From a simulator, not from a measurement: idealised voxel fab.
The process module that follows is named voxel quadruple lines.
Displayed cross-section: cut, width of 225 nm, square cells sized 5 nm.
How to read a cross-section here: the picture is a grid of square cells, written as bands going from the top down, and any band can span one or more rows of cells. Look at the band entry: it leads with the top's height and the bottom's height in nm. Then it lists the materials left to right, with a width in nm for each. The word "everywhere" on a single material says that material fills the band edge to edge. The word "blank" is empty space. It should be noted that heights are counted from 0, beneath which the wafer as supplied is of one material throughout, and that the lowest band possesses no lower boundary but continues downward, as written in "0 and below". When a width is written as two numbers, as in "30..40", the first number is the width in the top row of cells of the band and the second is the width in its bottom row, and the width changes by the same amount from each row to the next. Reading "remained the same" for a step: not a cell of the cross-section changed in it. "Unvented voids" specifies each empty space that is not open to the top and that occupies no fewer than 8 cells, using the form width x height at distance, the distance measured from the left edge and all three quantities in nm. Post-settings text on a step line: simulator's own remark regarding the step. overlay nm, on a step with a mask: how far to the right of its planned place the mask lay; to the left if negative.
## Intended process steps
1. RECEIVE [material Si]
2. CONFORMAL_DEP [material SiO2] [thk nm 5]
3. DIRECTIONAL_DEP [material W] [thk nm 10]
4. DIRECTIONAL_DEP [material polySi] [thk nm 15]
5. DIRECTIONAL_DEP [material aC] [thk nm 20]
6. PATTERN [tone cover] [mask id MANDREL] [material resist] [width nm 20] [thk nm 30] [overlay nm 0]
7. DIRECTIONAL_ETCH [etch materials aC] [depth nm 20]
8. STRIP [etch materials resist]
9. CONFORMAL_DEP [material SiO2] [thk nm 10]
10. DIRECTIONAL_ETCH [etch materials SiO2] [depth nm 10]
11. STRIP [etch materials aC]
12. DIRECTIONAL_ETCH [etch materials polySi] [depth nm 15]
13. STRIP [etch materials SiO2]
14. CONFORMAL_DEP [material SiCN] [thk nm 5]
15. DIRECTIONAL_ETCH [etch materials SiCN] [depth nm 5]
16. STRIP [etch materials polySi]
17. DIRECTIONAL_ETCH [etch materials W] [depth nm 10]
18. STRIP [etch materials SiCN]
19. FILL_DEP [material SiO2] [thk nm 10]
20. CMP [height nm 15]
## As-received wafer cross-section (after step 1)
* 0 and below = Si everywhere
* Unvented voids: none
## Starting wafer: above. Plan: above. Run: one mistake. Cross-section after the module: below
* 15 down to 5 = polySi everywhere
* 5 down to 0 = SiO2 everywhere
* 0 and below = Si everywhere
* Unvented voids: none
Want to know what went wrong? steps 3 and 4: order swapped relative to plan
